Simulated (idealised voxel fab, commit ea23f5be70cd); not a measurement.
Herein follows the process module entitled voxel released beams.
The figure presents cross-section cut, which has a width of 290 nm and is divided into square cells with an edge length of 5 nm.
Reading order for cross-sections: top band down to bottom band. Underlying form: a grid of square cells. Band size: one or more rows of cells. Within each band entry, the heights of the top and of the bottom of the band appear first, in that order and in nm; the materials of the band then follow from left to right, each with its corresponding width in nm. The designation "full width" on a single material indicates that it fills the band from edge to edge; the designation "blank" indicates empty space. Measure heights from 0. That's the level where, below it, the as-received wafer is all one material. The lowest band is bottomless and extends downward; write it as in "0 down". When a width is written as two numbers, as in "30..40", the first number is the width in the top row of cells of the band and the second is the width in its bottom row, and the width changes by the same amount from each row to the next. Step note "no modifications" = no cross-section cell changed. "Closed void catalog" - sealed voids, min. 8 cells, no opening to top; format: width x height at distance (distance from left edge; nm throughout). Text after the settings on a step's line: the simulator's own remark on that step. "overlay nm" answers the question of how far to the right of plan the mask lay on a step that has a mask, and when it is negative the answer is to the left.

# The process steps that were planned are listed below
1 op RECEIVE | material Si
2 op CONFORMAL_DEP | material SiN | thk nm 10
3 op DIRECTIONAL_DEP | material SiO2 | thk nm 20
4 op MASKED_ETCH | tone open | mask id ANCHOR | width nm 35 | etch materials SiO2 | depth nm 20 | overlay nm 0
5 op CONFORMAL_DEP | material polySi | thk nm 10
6 op MASKED_ETCH | tone cover | mask id BEAM | width nm 90 | etch materials polySi | depth nm 10 | overlay nm 0
7 op STRIP | etch materials SiO2

# This is the cross-section of the wafer as we received it, i.e. after step 1
  0 down | Si full width
  Closed void catalog: none

# The cross-section shown corresponds to the wafer at the conclusion of the module. The initial structure and the process plan are those presented above; however, one mistake occurred in executing the plan
  40 to 30 | blank 105 / polySi 5 / blank 15 / polySi 70 / blank 95
  30 to 20 | blank 100 / polySi 10 / blank 15 / polySi 10 / blank 155
  20 to 10 | blank 100 / polySi 35 / blank 155
  10 to 0 | SiN full width
  0 down | Si full width
  Closed void catalog: none
Short version of what went wrong: step 6 deviated from plan and actually ran as op MASKED_ETCH | tone cover | mask id BEAM | width nm 90 | etch materials polySi | depth nm 10 | overlay nm 10
